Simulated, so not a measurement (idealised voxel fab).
process module | voxel wiring stack
cross-section cut | 215 nm wide | cells 5 nm
A cross-section is a grid of square cells, given in bands from the top down. A band is one or more rows of cells.
Each band's line starts with the height of the band's top and of its bottom, in nm. Then come its materials from left to right, each with its width in nm. One material with "throughout" fills the band from edge to edge. "air" is empty space.
Height 0 is the level under which the wafer as received is all one material. The lowest band goes on downwards, as in "0 down".
A width such as "30 to 40" changes by the same amount from each row of cells to the next, from the band's top row to its bottom row.
"no change" after a step means that no cell of the cross-section changed.
closed voids: empty space of 8 cells or more with no open way to the top, each as width x height at its distance from the left edge, in nm
after a step's settings: what the simulator itself notes on the step
overlay nm, on a step with a mask: how far to the right of its planned place the mask lay; to the left if negative
Each pair below shows a cross-section before one step and the cross-section after it, down to the lowest band that changed. The line under each pair gives the step between them, with its settings. The pairs can come from different runs of this module on the same starting wafer, so a pair continues from the pair above only where its "before" says so.
before
  0 down: Si throughout
  closed voids: none
after
  10 to 0: SiO2 throughout
  below 0: unchanged
  closed voids: none
the step between: op CONFORMAL_DEP | material SiO2 | thk nm 10
before: the cross-section after the pair above
after
  15 to 10: SiN throughout
  below 10: unchanged
  closed voids: none
the step between: op CONFORMAL_DEP | material SiN | thk nm 5
before: the cross-section after the pair above
after
  40 to 15: SiO2 throughout
  below 15: unchanged
  closed voids: none
the step between: op DIRECTIONAL_DEP | material SiO2 | thk nm 25
before: the cross-section after the pair above
after
  55 to 40: aC throughout
  below 40: unchanged
  closed voids: none
the step between: op DIRECTIONAL_DEP | material aC | thk nm 15
before: the cross-section after the pair above
after
  85 to 55: resist 15 | air 30 | resist 20 | air 30 | resist 20 | air 30 | resist 20 | air 30 | resist 20
  below 55: unchanged
  closed voids: none
the step between: op PATTERN | tone open | mask id METAL_1 | material resist | width nm 30 | pitch nm 50 | thk nm 30 | overlay nm 0
before: the cross-section after the pair above
after
  70 to 55: resist 15 | air 30 | resist 20 | air 30 | resist 20 | air 30 | resist 20 | air 30 | resist 20
  55 to 40: aC 15 | air 30 | aC 20 | air 30 | aC 20 | air 30 | aC 20 | air 30 | aC 20
  below 40: unchanged
  closed voids: none
the step between: op DIRECTIONAL_ETCH | etch materials aC | depth nm 15
before: the cross-section after the pair above
after
  55 to 40: aC 15 | air 30 | aC 20 | air 30 | aC 20 | air 30 | aC 20 | air 30 | aC 20
  below 40: unchanged
  closed voids: none
the step between: op STRIP | etch materials resist
before: the cross-section after the pair above
after
  55 to 40: aC 15 | air 30 | aC 20 | air 30 | aC 20 | air 30 | aC 20 | air 30 | aC 20
  40 to 15: SiO2 15 | air 30 | SiO2 20 | air 30 | SiO2 20 | air 30 | SiO2 20 | air 30 | SiO2 20
  below 15: unchanged
  closed voids: none
the step between: op DIRECTIONAL_ETCH | etch materials SiO2 | depth nm 25
before: the cross-section after the pair above
after
  55 to 40: aC 15 | air 30 | aC 20 | air 30 | aC 20 | air 30 | aC 20 | air 30 | aC 20
  40 to 15: SiO2 15 | air 30 | SiO2 20 | air 30 | SiO2 20 | air 30 | SiO2 20 | air 30 | SiO2 20
  15 to 10: SiN 15 | air 30 | SiN 20 | air 30 | SiN 20 | air 30 | SiN 20 | air 30 | SiN 20
  below 10: unchanged
  closed voids: none
the step between: op DIRECTIONAL_ETCH | etch materials SiN | depth nm 5
before: the cross-section after the pair above
after
  40 to 15: SiO2 15 | air 30 | SiO2 20 | air 30 | SiO2 20 | air 30 | SiO2 20 | air 30 | SiO2 20
  below 15: unchanged
  closed voids: none
the step between: op STRIP | etch materials aC
before: the cross-section after the pair above
after
  45 to 40: TiN 20 | air 20 | TiN 30 | air 20 | TiN 30 | air 20 | TiN 30 | air 20 | TiN 25
  40 to 15: SiO2 15 | TiN 5 | air 20 | TiN 5 | SiO2 20 | TiN 5 | air 20 | TiN 5 | SiO2 20 | TiN 5 | air 20 | TiN 5 | SiO2 20 | TiN 5 | air 20 | TiN 5 | SiO2 20
  15 to 10: SiN 15 | TiN 30 | SiN 20 | TiN 30 | SiN 20 | TiN 30 | SiN 20 | TiN 30 | SiN 20
  below 10: unchanged
  closed voids: none
the step between: op CONFORMAL_DEP | material TiN | thk nm 5
before: the cross-section after the pair above
after
  50 to 45: Cu throughout
  45 to 40: TiN 20 | Cu 20 | TiN 30 | Cu 20 | TiN 30 | Cu 20 | TiN 30 | Cu 20 | TiN 25
  40 to 15: SiO2 15 | TiN 5 | Cu 20 | TiN 5 | SiO2 20 | TiN 5 | Cu 20 | TiN 5 | SiO2 20 | TiN 5 | Cu 20 | TiN 5 | SiO2 20 | TiN 5 | Cu 20 | TiN 5 | SiO2 20
  below 15: unchanged
  closed voids: none
the step between: op FILL_DEP | material Cu | thk nm 5
before: the cross-section after the pair above
after
  40 to 15: SiO2 15 | TiN 5 | Cu 20 | TiN 5 | SiO2 20 | TiN 5 | Cu 20 | TiN 5 | SiO2 20 | TiN 5 | Cu 20 | TiN 5 | SiO2 20 | TiN 5 | Cu 20 | TiN 5 | SiO2 20
  below 15: unchanged
  closed voids: none
the step between: op CMP | height nm 40
before: the cross-section after the pair above
after
  45 to 40: SiCN throughout
  below 40: unchanged
  closed voids: none
the step between: op CONFORMAL_DEP | material SiCN | thk nm 5
before: the cross-section after the pair above
after
  80 to 45: SiO2 throughout
  below 45: unchanged
  closed voids: none
the step between: op DIRECTIONAL_DEP | material SiO2 | thk nm 35
before: the cross-section after the pair above
after
  95 to 80: aC throughout
  below 80: unchanged
  closed voids: none
the step between: op DIRECTIONAL_DEP | material aC | thk nm 15
before: the cross-section after the pair above
after
  130 to 95: resist 15 | air 30 | resist 20 | air 30 | resist 20 | air 30 | resist 20 | air 30 | resist 20
  below 95: unchanged
  closed voids: none
the step between: op PATTERN | tone open | mask id METAL_2 | material resist | width nm 30 | pitch nm 50 | thk nm 35 | overlay nm 0
before: the cross-section after the pair above
after
  115 to 95: resist 15 | air 30 | resist 20 | air 30 | resist 20 | air 30 | resist 20 | air 30 | resist 20
  95 to 80: aC 15 | air 30 | aC 20 | air 30 | aC 20 | air 30 | aC 20 | air 30 | aC 20
  below 80: unchanged
  closed voids: none
the step between: op DIRECTIONAL_ETCH | etch materials aC | depth nm 15
before: the cross-section after the pair above
after
  95 to 80: aC 15 | air 30 | aC 20 | air 30 | aC 20 | air 30 | aC 20 | air 30 | aC 20
  below 80: unchanged
  closed voids: none
the step between: op STRIP | etch materials resist
before: the cross-section after the pair above
after
  95 to 80: aC 15 | air 30 | aC 20 | air 30 | aC 20 | air 30 | aC 20 | air 30 | aC 20
  80 to 60: SiO2 15 | air 30 | SiO2 20 | air 30 | SiO2 20 | air 30 | SiO2 20 | air 30 | SiO2 20
  below 60: unchanged
  closed voids: none
the step between: op DIRECTIONAL_ETCH | etch materials SiO2 | depth nm 20
before: the cross-section after the pair above
after
  80 to 60: SiO2 15 | air 30 | SiO2 20 | air 30 | SiO2 20 | air 30 | SiO2 20 | air 30 | SiO2 20
  below 60: unchanged
  closed voids: none
the step between: op STRIP | etch materials aC
before: the cross-section after the pair above
after
  80 to 60: SiO2 15 | air 30 | SiO2 20 | air 30 | SiO2 20 | air 30 | SiO2 20 | air 30 | SiO2 20
  60 to 45: SiO2 15 | air 15 | SiO2 85 | air 15 | SiO2 85
  below 45: unchanged
  closed voids: none
the step between: op MASKED_ETCH | tone open | mask id METAL_2_HOLES | width nm 15 | pitch nm 100 | etch materials SiO2 | depth nm 15 | overlay nm 0
before: the cross-section after the pair above
after
  80 to 60: SiO2 15 | air 30 | SiO2 20 | air 30 | SiO2 20 | air 30 | SiO2 20 | air 30 | SiO2 20
  60 to 45: SiO2 15 | air 15 | SiO2 85 | air 15 | SiO2 85
  45 to 40: SiCN 15 | air 15 | SiCN 85 | air 15 | SiCN 85
  below 40: unchanged
  closed voids: none
the step between: op MASKED_ETCH | tone open | mask id METAL_2_HOLES | width nm 15 | pitch nm 100 | etch materials SiCN | depth nm 5 | overlay nm 0
before: the cross-section after the pair above
after
  85 to 80: TiN 20 | air 20 | TiN 30 | air 20 | TiN 30 | air 20 | TiN 30 | air 20 | TiN 25
  80 to 65: SiO2 15 | TiN 5 | air 20 | TiN 5 | SiO2 20 | TiN 5 | air 20 | TiN 5 | SiO2 20 | TiN 5 | air 20 | TiN 5 | SiO2 20 | TiN 5 | air 20 | TiN 5 | SiO2 20
  65 to 60: SiO2 15 | TiN 5 | air 5 | TiN 20 | SiO2 20 | TiN 30 | SiO2 20 | TiN 5 | air 5 | TiN 20 | SiO2 20 | TiN 30 | SiO2 20
  60 to 45: SiO2 15 | TiN 5 | air 5 | TiN 5 | SiO2 85 | TiN 5 | air 5 | TiN 5 | SiO2 85
  45 to 40: SiCN 15 | TiN 15 | SiCN 85 | TiN 15 | SiCN 85
  below 40: unchanged
  closed voids: none
the step between: op CONFORMAL_DEP | material TiN | thk nm 5
before: the cross-section after the pair above
after
  90 to 85: Cu throughout
  85 to 80: TiN 20 | Cu 20 | TiN 30 | Cu 20 | TiN 30 | Cu 20 | TiN 30 | Cu 20 | TiN 25
  80 to 65: SiO2 15 | TiN 5 | Cu 20 | TiN 5 | SiO2 20 | TiN 5 | Cu 20 | TiN 5 | SiO2 20 | TiN 5 | Cu 20 | TiN 5 | SiO2 20 | TiN 5 | Cu 20 | TiN 5 | SiO2 20
  65 to 60: SiO2 15 | TiN 5 | Cu 5 | TiN 20 | SiO2 20 | TiN 30 | SiO2 20 | TiN 5 | Cu 5 | TiN 20 | SiO2 20 | TiN 30 | SiO2 20
  60 to 45: SiO2 15 | TiN 5 | Cu 5 | TiN 5 | SiO2 85 | TiN 5 | Cu 5 | TiN 5 | SiO2 85
  below 45: unchanged
  closed voids: none
the step between: op FILL_DEP | material Cu | thk nm 5
before: the cross-section after the pair above
after
  80 to 65: SiO2 15 | TiN 5 | Cu 20 | TiN 5 | SiO2 20 | TiN 5 | Cu 20 | TiN 5 | SiO2 20 | TiN 5 | Cu 20 | TiN 5 | SiO2 20 | TiN 5 | Cu 20 | TiN 5 | SiO2 20
  below 65: unchanged
  closed voids: none
the step between: op CMP | height nm 80
before: the cross-section after the pair above
after
  85 to 80: SiCN throughout
  below 80: unchanged
  closed voids: none
the step between: op CONFORMAL_DEP | material SiCN | thk nm 5
before: the cross-section after the pair above
after
  100 to 85: SiO2 throughout
  below 85: unchanged
  closed voids: none
the step between: op DIRECTIONAL_DEP | material SiO2 | thk nm 15
before: the cross-section after the pair above
after
  100 to 85: SiO2 15 | air 15 | SiO2 35 | air 15 | SiO2 35 | air 15 | SiO2 35 | air 15 | SiO2 35
  below 85: unchanged
  closed voids: none
the step between: op MASKED_ETCH | tone open | mask id PLUG_2 | width nm 15 | pitch nm 50 | etch materials SiO2 | depth nm 15 | overlay nm 0
before: the cross-section after the pair above
after
  100 to 85: SiO2 15 | air 15 | SiO2 35 | air 15 | SiO2 35 | air 15 | SiO2 35 | air 15 | SiO2 35
  85 to 80: SiCN 15 | air 15 | SiCN 35 | air 15 | SiCN 35 | air 15 | SiCN 35 | air 15 | SiCN 35
  below 80: unchanged
  closed voids: none
the step between: op MASKED_ETCH | tone open | mask id PLUG_2 | width nm 15 | pitch nm 50 | etch materials SiCN | depth nm 5 | overlay nm 0
before: the cross-section after the pair above
after
  105 to 100: TiN 20 | air 5 | TiN 45 | air 5 | TiN 45 | air 5 | TiN 45 | air 5 | TiN 40
  100 to 85: SiO2 15 | TiN 5 | air 5 | TiN 5 | SiO2 35 | TiN 5 | air 5 | TiN 5 | SiO2 35 | TiN 5 | air 5 | TiN 5 | SiO2 35 | TiN 5 | air 5 | TiN 5 | SiO2 35
  85 to 80: SiCN 15 | TiN 15 | SiCN 35 | TiN 15 | SiCN 35 | TiN 15 | SiCN 35 | TiN 15 | SiCN 35
  below 80: unchanged
  closed voids: none
the step between: op CONFORMAL_DEP | material TiN | thk nm 5
before: the cross-section after the pair above
after
  115 to 105: Ru throughout
  105 to 100: TiN 20 | Ru 5 | TiN 45 | Ru 5 | TiN 45 | Ru 5 | TiN 45 | Ru 5 | TiN 40
  100 to 85: SiO2 15 | TiN 5 | Ru 5 | TiN 5 | SiO2 35 | TiN 5 | Ru 5 | TiN 5 | SiO2 35 | TiN 5 | Ru 5 | TiN 5 | SiO2 35 | TiN 5 | Ru 5 | TiN 5 | SiO2 35
  below 85: unchanged
  closed voids: none
the step between: op FILL_DEP | material Ru | thk nm 10
before: the cross-section after the pair above
after
  100 to 85: SiO2 15 | TiN 5 | Ru 5 | TiN 5 | SiO2 35 | TiN 5 | Ru 5 | TiN 5 | SiO2 35 | TiN 5 | Ru 5 | TiN 5 | SiO2 35 | TiN 5 | Ru 5 | TiN 5 | SiO2 35
  below 85: unchanged
  closed voids: none
the step between: op CMP | height nm 100
before: the cross-section after the pair above
after
  105 to 100: SiCN throughout
  below 100: unchanged
  closed voids: none
the step between: op CONFORMAL_DEP | material SiCN | thk nm 5
before: the cross-section after the pair above
after
  125 to 105: SiO2 throughout
  below 105: unchanged
  closed voids: none
the step between: op DIRECTIONAL_DEP | material SiO2 | thk nm 20
before: the cross-section after the pair above
after
  140 to 125: aC throughout
  below 125: unchanged
  closed voids: none
the step between: op DIRECTIONAL_DEP | material aC | thk nm 15
before: the cross-section after the pair above
after
  175 to 140: resist 15 | air 30 | resist 20 | air 30 | resist 20 | air 30 | resist 20 | air 30 | resist 20
  below 140: unchanged
  closed voids: none
the step between: op PATTERN | tone open | mask id METAL_3 | material resist | width nm 30 | pitch nm 50 | thk nm 35 | overlay nm 0
before: the cross-section after the pair above
after
  160 to 140: resist 15 | air 30 | resist 20 | air 30 | resist 20 | air 30 | resist 20 | air 30 | resist 20
  140 to 125: aC 15 | air 30 | aC 20 | air 30 | aC 20 | air 30 | aC 20 | air 30 | aC 20
  below 125: unchanged
  closed voids: none
the step between: op DIRECTIONAL_ETCH | etch materials aC | depth nm 15
before: the cross-section after the pair above
after
  140 to 125: aC 15 | air 30 | aC 20 | air 30 | aC 20 | air 30 | aC 20 | air 30 | aC 20
  below 125: unchanged
  closed voids: none
the step between: op STRIP | etch materials resist
before: the cross-section after the pair above
after
  140 to 125: aC 15 | air 30 | aC 20 | air 30 | aC 20 | air 30 | aC 20 | air 30 | aC 20
  125 to 105: SiO2 15 | air 30 | SiO2 20 | air 30 | SiO2 20 | air 30 | SiO2 20 | air 30 | SiO2 20
  below 105: unchanged
  closed voids: none
the step between: op DIRECTIONAL_ETCH | etch materials SiO2 | depth nm 20
before: the cross-section after the pair above
after
  140 to 125: aC 15 | air 30 | aC 20 | air 30 | aC 20 | air 30 | aC 20 | air 30 | aC 20
  125 to 105: SiO2 15 | air 30 | SiO2 20 | air 30 | SiO2 20 | air 30 | SiO2 20 | air 30 | SiO2 20
  105 to 100: SiCN 15 | air 30 | SiCN 20 | air 30 | SiCN 20 | air 30 | SiCN 20 | air 30 | SiCN 20
  below 100: unchanged
  closed voids: none
the step between: op DIRECTIONAL_ETCH | etch materials SiCN | depth nm 5
before: the cross-section after the pair above
after
  125 to 105: SiO2 15 | air 30 | SiO2 20 | air 30 | SiO2 20 | air 30 | SiO2 20 | air 30 | SiO2 20
  below 105: unchanged
  closed voids: none
the step between: op STRIP | etch materials aC
before: the cross-section after the pair above
after
  130 to 125: TiN 20 | air 20 | TiN 30 | air 20 | TiN 30 | air 20 | TiN 30 | air 20 | TiN 25
  125 to 105: SiO2 15 | TiN 5 | air 20 | TiN 5 | SiO2 20 | TiN 5 | air 20 | TiN 5 | SiO2 20 | TiN 5 | air 20 | TiN 5 | SiO2 20 | TiN 5 | air 20 | TiN 5 | SiO2 20
  105 to 100: SiCN 15 | TiN 30 | SiCN 20 | TiN 30 | SiCN 20 | TiN 30 | SiCN 20 | TiN 30 | SiCN 20
  below 100: unchanged
  closed voids: none
the step between: op CONFORMAL_DEP | material TiN | thk nm 5
before: the cross-section after the pair above
after
  135 to 130: Cu throughout
  130 to 125: TiN 20 | Cu 20 | TiN 30 | Cu 20 | TiN 30 | Cu 20 | TiN 30 | Cu 20 | TiN 25
  125 to 105: SiO2 15 | TiN 5 | Cu 20 | TiN 5 | SiO2 20 | TiN 5 | Cu 20 | TiN 5 | SiO2 20 | TiN 5 | Cu 20 | TiN 5 | SiO2 20 | TiN 5 | Cu 20 | TiN 5 | SiO2 20
  below 105: unchanged
  closed voids: none
the step between: op FILL_DEP | material Cu | thk nm 5
before: the cross-section after the pair above
after
  125 to 105: SiO2 15 | TiN 5 | Cu 20 | TiN 5 | SiO2 20 | TiN 5 | Cu 20 | TiN 5 | SiO2 20 | TiN 5 | Cu 20 | TiN 5 | SiO2 20 | TiN 5 | Cu 20 | TiN 5 | SiO2 20
  below 105: unchanged
  closed voids: none
the step between: op CMP | height nm 125
before: the cross-section after the pair above
after
  130 to 125: SiCN throughout
  below 125: unchanged
  closed voids: none
the step between: op CONFORMAL_DEP | material SiCN | thk nm 5
before: the cross-section after the pair above
after
  140 to 130: lowk throughout
  below 130: unchanged
  closed voids: none
the step between: op DIRECTIONAL_DEP | material lowk | thk nm 10
before: the cross-section after the pair above
after
  155 to 140: resist 15 | air 15 | resist 35 | air 15 | resist 35 | air 15 | resist 35 | air 15 | resist 35
  below 140: unchanged
  closed voids: none
the step between: op PATTERN | tone open | mask id PLUG_3 | material resist | width nm 15 | pitch nm 50 | thk nm 15 | overlay nm 0
before: the cross-section after the pair above
after
  155 to 140: resist 15 | air 15 | resist 35 | air 15 | resist 35 | air 15 | resist 35 | air 15 | resist 35
  140 to 130: lowk 15 | air 15 | lowk 35 | air 15 | lowk 35 | air 15 | lowk 35 | air 15 | lowk 35
  below 130: unchanged
  closed voids: none
the step between: op DIRECTIONAL_ETCH | etch materials lowk | depth nm 10
before: the cross-section after the pair above
after
  155 to 140: resist 15 | air 15 | resist 35 | air 15 | resist 35 | air 15 | resist 35 | air 15 | resist 35
  140 to 130: lowk 15 | air 15 | lowk 35 | air 15 | lowk 35 | air 15 | lowk 35 | air 15 | lowk 35
  130 to 125: SiCN 15 | air 15 | SiCN 35 | air 15 | SiCN 35 | air 15 | SiCN 35 | air 15 | SiCN 35
  below 125: unchanged
  closed voids: none
the step between: op DIRECTIONAL_ETCH | etch materials SiCN | depth nm 5
before: the cross-section after the pair above
after
  140 to 130: lowk 15 | air 15 | lowk 35 | air 15 | lowk 35 | air 15 | lowk 35 | air 15 | lowk 35
  below 130: unchanged
  closed voids: none
the step between: op STRIP | etch materials resist
before: the cross-section after the pair above
after
  145 to 140: TiN 20 | air 5 | TiN 45 | air 5 | TiN 45 | air 5 | TiN 45 | air 5 | TiN 40
  140 to 130: lowk 15 | TiN 5 | air 5 | TiN 5 | lowk 35 | TiN 5 | air 5 | TiN 5 | lowk 35 | TiN 5 | air 5 | TiN 5 | lowk 35 | TiN 5 | air 5 | TiN 5 | lowk 35
  130 to 125: SiCN 15 | TiN 15 | SiCN 35 | TiN 15 | SiCN 35 | TiN 15 | SiCN 35 | TiN 15 | SiCN 35
  below 125: unchanged
  closed voids: none
the step between: op CONFORMAL_DEP | material TiN | thk nm 5
before: the cross-section after the pair above
after
  155 to 145: Ru throughout
  145 to 140: TiN 20 | Ru 5 | TiN 45 | Ru 5 | TiN 45 | Ru 5 | TiN 45 | Ru 5 | TiN 40
  140 to 130: lowk 15 | TiN 5 | Ru 5 | TiN 5 | lowk 35 | TiN 5 | Ru 5 | TiN 5 | lowk 35 | TiN 5 | Ru 5 | TiN 5 | lowk 35 | TiN 5 | Ru 5 | TiN 5 | lowk 35
  below 130: unchanged
  closed voids: none
the step between: op FILL_DEP | material Ru | thk nm 10
before: the cross-section after the pair above
after
  140 to 130: lowk 15 | TiN 5 | Ru 5 | TiN 5 | lowk 35 | TiN 5 | Ru 5 | TiN 5 | lowk 35 | TiN 5 | Ru 5 | TiN 5 | lowk 35 | TiN 5 | Ru 5 | TiN 5 | lowk 35
  below 130: unchanged
  closed voids: none
the step between: op CMP | height nm 140
before: the cross-section after the pair above
after
  145 to 140: TiN throughout
  below 140: unchanged
  closed voids: none
the step between: op DIRECTIONAL_DEP | material TiN | thk nm 5
before: the cross-section after the pair above
after
  165 to 145: W throughout
  below 145: unchanged
  closed voids: none
the step between: op DIRECTIONAL_DEP | material W | thk nm 20
before: the cross-section after the pair above
after
  175 to 165: aC throughout
  below 165: unchanged
  closed voids: none
the step between: op DIRECTIONAL_DEP | material aC | thk nm 10
before: the cross-section after the pair above
after
  200 to 175: air 15 | resist 30 | air 20 | resist 30 | air 20 | resist 30 | air 20 | resist 30 | air 20
  below 175: unchanged
  closed voids: none
the step between: op PATTERN | tone cover | mask id METAL_4 | material resist | width nm 30 | pitch nm 50 | thk nm 25 | overlay nm 0
before: the cross-section after the pair above
after
  190 to 175: air 15 | resist 30 | air 20 | resist 30 | air 20 | resist 30 | air 20 | resist 30 | air 20
  175 to 165: air 15 | aC 30 | air 20 | aC 30 | air 20 | aC 30 | air 20 | aC 30 | air 20
  below 165: unchanged
  closed voids: none
the step between: op DIRECTIONAL_ETCH | etch materials aC | depth nm 10
before: the cross-section after the pair above
after
  175 to 165: air 15 | aC 30 | air 20 | aC 30 | air 20 | aC 30 | air 20 | aC 30 | air 20
  below 165: unchanged
  closed voids: none
the step between: op STRIP | etch materials resist
before: the cross-section after the pair above
after
  175 to 165: air 15 | aC 30 | air 20 | aC 30 | air 20 | aC 30 | air 20 | aC 30 | air 20
  165 to 145: air 15 | W 30 | air 20 | W 30 | air 20 | W 30 | air 20 | W 30 | air 20
  below 145: unchanged
  closed voids: none
the step between: op DIRECTIONAL_ETCH | etch materials W | depth nm 20
before: the cross-section after the pair above
after
  175 to 165: air 15 | aC 30 | air 20 | aC 30 | air 20 | aC 30 | air 20 | aC 30 | air 20
  165 to 145: air 15 | W 30 | air 20 | W 30 | air 20 | W 30 | air 20 | W 30 | air 20
  145 to 140: air 15 | TiN 30 | air 20 | TiN 30 | air 20 | TiN 30 | air 20 | TiN 30 | air 20
  below 140: unchanged
  closed voids: none
the step between: op DIRECTIONAL_ETCH | etch materials TiN | depth nm 5
before: the cross-section after the pair above
after
  165 to 145: air 15 | W 30 | air 20 | W 30 | air 20 | W 30 | air 20 | W 30 | air 20
  below 145: unchanged
  closed voids: none
the step between: op STRIP | etch materials aC
before: the cross-section after the pair above
after
  170 to 165: air 10 | SiCN 40 | air 10 | SiCN 40 | air 10 | SiCN 40 | air 10 | SiCN 40 | air 15
  165 to 145: air 10 | SiCN 5 | W 30 | SiCN 5 | air 10 | SiCN 5 | W 30 | SiCN 5 | air 10 | SiCN 5 | W 30 | SiCN 5 | air 10 | SiCN 5 | W 30 | SiCN 5 | air 15
  145 to 140: SiCN 15 | TiN 30 | SiCN 20 | TiN 30 | SiCN 20 | TiN 30 | SiCN 20 | TiN 30 | SiCN 20
  below 140: unchanged
  closed voids: none
the step between: op CONFORMAL_DEP | material SiCN | thk nm 5
before: the cross-section after the pair above
after
  180 to 170: SiO2 throughout
  170 to 165: SiO2 10 | SiCN 40 | SiO2 10 | SiCN 40 | SiO2 10 | SiCN 40 | SiO2 10 | SiCN 40 | SiO2 15
  165 to 145: SiO2 10 | SiCN 5 | W 30 | SiCN 5 | SiO2 10 | SiCN 5 | W 30 | SiCN 5 | SiO2 10 | SiCN 5 | W 30 | SiCN 5 | SiO2 10 | SiCN 5 | W 30 | SiCN 5 | SiO2 15
  below 145: unchanged
  closed voids: none
the step between: op FILL_DEP | material SiO2 | thk nm 10
before: the cross-section after the pair above
after
  165 to 145: SiO2 10 | SiCN 5 | W 30 | SiCN 5 | SiO2 10 | SiCN 5 | W 30 | SiCN 5 | SiO2 10 | SiCN 5 | W 30 | SiCN 5 | SiO2 10 | SiCN 5 | W 30 | SiCN 5 | SiO2 15
  below 145: unchanged
  closed voids: none
the step between: op CMP | height nm 165
before: the cross-section after the pair above
after
  170 to 165: SiN throughout
  below 165: unchanged
  closed voids: none
the step between: op CONFORMAL_DEP | material SiN | thk nm 5
before
  180 to 170: SiO2 throughout
  170 to 165: SiO2 10 | SiCN 40 | SiO2 10 | SiCN 40 | SiO2 10 | SiCN 40 | SiO2 10 | SiCN 40 | SiO2 15
  165 to 145: SiO2 10 | SiCN 5 | W 30 | SiCN 5 | SiO2 10 | SiCN 5 | W 30 | SiCN 5 | SiO2 10 | SiCN 5 | W 30 | SiCN 5 | SiO2 10 | SiCN 5 | W 30 | SiCN 5 | SiO2 15
  145 to 140: SiCN 15 | TiN 30 | SiCN 20 | TiN 30 | SiCN 20 | TiN 30 | SiCN 20 | TiN 30 | SiCN 20
  140 to 130: lowk 15 | TiN 5 | Ru 5 | TiN 5 | lowk 35 | TiN 5 | Ru 5 | TiN 5 | lowk 35 | TiN 5 | Ru 5 | TiN 5 | lowk 35 | TiN 5 | Ru 5 | TiN 5 | lowk 35
  130 to 125: SiCN 15 | TiN 15 | SiCN 35 | TiN 15 | SiCN 35 | TiN 15 | SiCN 35 | TiN 15 | SiCN 35
  125 to 105: SiO2 15 | TiN 5 | Cu 20 | TiN 5 | SiO2 20 | TiN 5 | Cu 20 | TiN 5 | SiO2 20 | TiN 5 | Cu 20 | TiN 5 | SiO2 20 | TiN 5 | Cu 20 | TiN 5 | SiO2 20
  105 to 100: SiCN 15 | TiN 30 | SiCN 20 | TiN 30 | SiCN 20 | TiN 30 | SiCN 20 | TiN 30 | SiCN 20
  100 to 85: SiO2 15 | TiN 5 | Ru 5 | TiN 5 | SiO2 35 | TiN 5 | Ru 5 | TiN 5 | SiO2 35 | TiN 5 | Ru 5 | TiN 5 | SiO2 35 | TiN 5 | Ru 5 | TiN 5 | SiO2 35
  85 to 80: SiCN 15 | TiN 15 | SiCN 35 | TiN 15 | SiCN 35 | TiN 15 | SiCN 35 | TiN 15 | SiCN 35
  80 to 65: SiO2 15 | TiN 5 | Cu 20 | TiN 5 | SiO2 20 | TiN 5 | Cu 20 | TiN 5 | SiO2 20 | TiN 5 | Cu 20 | TiN 5 | SiO2 20 | TiN 5 | Cu 20 | TiN 5 | SiO2 20
  65 to 60: SiO2 15 | TiN 5 | Cu 5 | TiN 20 | SiO2 20 | TiN 30 | SiO2 20 | TiN 5 | Cu 5 | TiN 20 | SiO2 20 | TiN 30 | SiO2 20
  60 to 45: SiO2 15 | TiN 5 | Cu 5 | TiN 5 | SiO2 85 | TiN 5 | Cu 5 | TiN 5 | SiO2 85
  45 to 40: SiCN 15 | TiN 15 | SiCN 85 | TiN 15 | SiCN 85
  40 to 15: SiO2 15 | TiN 5 | Cu 20 | TiN 5 | SiO2 20 | TiN 5 | Cu 20 | TiN 5 | SiO2 20 | TiN 5 | Cu 20 | TiN 5 | SiO2 20 | TiN 5 | Cu 20 | TiN 5 | SiO2 20
  15 to 10: SiN 15 | TiN 30 | SiN 20 | TiN 30 | SiN 20 | TiN 30 | SiN 20 | TiN 30 | SiN 20
  10 to 0: SiO2 throughout
  0 down: Si throughout
  closed voids: none
after
  185 to 180: SiN throughout
  below 180: unchanged
  closed voids: none
the step between: op CONFORMAL_DEP | material SiN | thk nm 5
before
  95 to 80: aC 15 | air 30 | aC 20 | air 30 | aC 20 | air 30 | aC 20 | air 30 | aC 20
  80 to 60: SiO2 15 | air 30 | SiO2 20 | air 30 | SiO2 20 | air 30 | SiO2 20 | air 30 | SiO2 20
  60 to 45: SiO2 throughout
  45 to 40: SiCN throughout
  40 to 15: SiO2 15 | TiN 5 | Cu 20 | TiN 5 | SiO2 20 | TiN 5 | Cu 20 | TiN 5 | SiO2 20 | TiN 5 | Cu 20 | TiN 5 | SiO2 20 | TiN 5 | Cu 20 | TiN 5 | SiO2 20
  15 to 10: SiN 15 | TiN 30 | SiN 20 | TiN 30 | SiN 20 | TiN 30 | SiN 20 | TiN 30 | SiN 20
  10 to 0: SiO2 throughout
  0 down: Si throughout
  closed voids: none
after
  95 to 80: aC 15 | air 30 | aC 20 | air 30 | aC 20 | air 30 | aC 20 | air 30 | aC 20
  80 to 45: SiO2 15 | air 30 | SiO2 20 | air 30 | SiO2 20 | air 30 | SiO2 20 | air 30 | SiO2 20
  below 45: unchanged
  closed voids: none
the step between: op DIRECTIONAL_ETCH | etch materials SiO2 | depth nm 20
before: the cross-section after the pair above
after
  80 to 45: SiO2 15 | air 30 | SiO2 20 | air 30 | SiO2 20 | air 30 | SiO2 20 | air 30 | SiO2 20
  below 45: unchanged
  closed voids: none
the step between: op STRIP | etch materials aC
before: the cross-section after the pair above
after
  80 to 45: SiO2 15 | air 30 | SiO2 20 | air 30 | SiO2 20 | air 30 | SiO2 20 | air 30 | SiO2 20
  45 to 40: SiCN 15 | air 15 | SiCN 85 | air 15 | SiCN 85
  below 40: unchanged
  closed voids: none
the step between: op MASKED_ETCH | tone open | mask id METAL_2_HOLES | width nm 15 | pitch nm 100 | etch materials SiCN | depth nm 5 | overlay nm 0
before: the cross-section after the pair above
after
  85 to 80: TiN 20 | air 20 | TiN 30 | air 20 | TiN 30 | air 20 | TiN 30 | air 20 | TiN 25
  80 to 50: SiO2 15 | TiN 5 | air 20 | TiN 5 | SiO2 20 | TiN 5 | air 20 | TiN 5 | SiO2 20 | TiN 5 | air 20 | TiN 5 | SiO2 20 | TiN 5 | air 20 | TiN 5 | SiO2 20
  50 to 45: SiO2 15 | TiN 5 | air 5 | TiN 20 | SiO2 20 | TiN 30 | SiO2 20 | TiN 5 | air 5 | TiN 20 | SiO2 20 | TiN 30 | SiO2 20
  45 to 40: SiCN 15 | TiN 15 | SiCN 85 | TiN 15 | SiCN 85
  below 40: unchanged
  closed voids: none
the step between: op CONFORMAL_DEP | material TiN | thk nm 5
before: the cross-section after the pair above
after
  90 to 85: Cu throughout
  85 to 80: TiN 20 | Cu 20 | TiN 30 | Cu 20 | TiN 30 | Cu 20 | TiN 30 | Cu 20 | TiN 25
  80 to 50: SiO2 15 | TiN 5 | Cu 20 | TiN 5 | SiO2 20 | TiN 5 | Cu 20 | TiN 5 | SiO2 20 | TiN 5 | Cu 20 | TiN 5 | SiO2 20 | TiN 5 | Cu 20 | TiN 5 | SiO2 20
  50 to 45: SiO2 15 | TiN 5 | Cu 5 | TiN 20 | SiO2 20 | TiN 30 | SiO2 20 | TiN 5 | Cu 5 | TiN 20 | SiO2 20 | TiN 30 | SiO2 20
  below 45: unchanged
  closed voids: none
the step between: op FILL_DEP | material Cu | thk nm 5
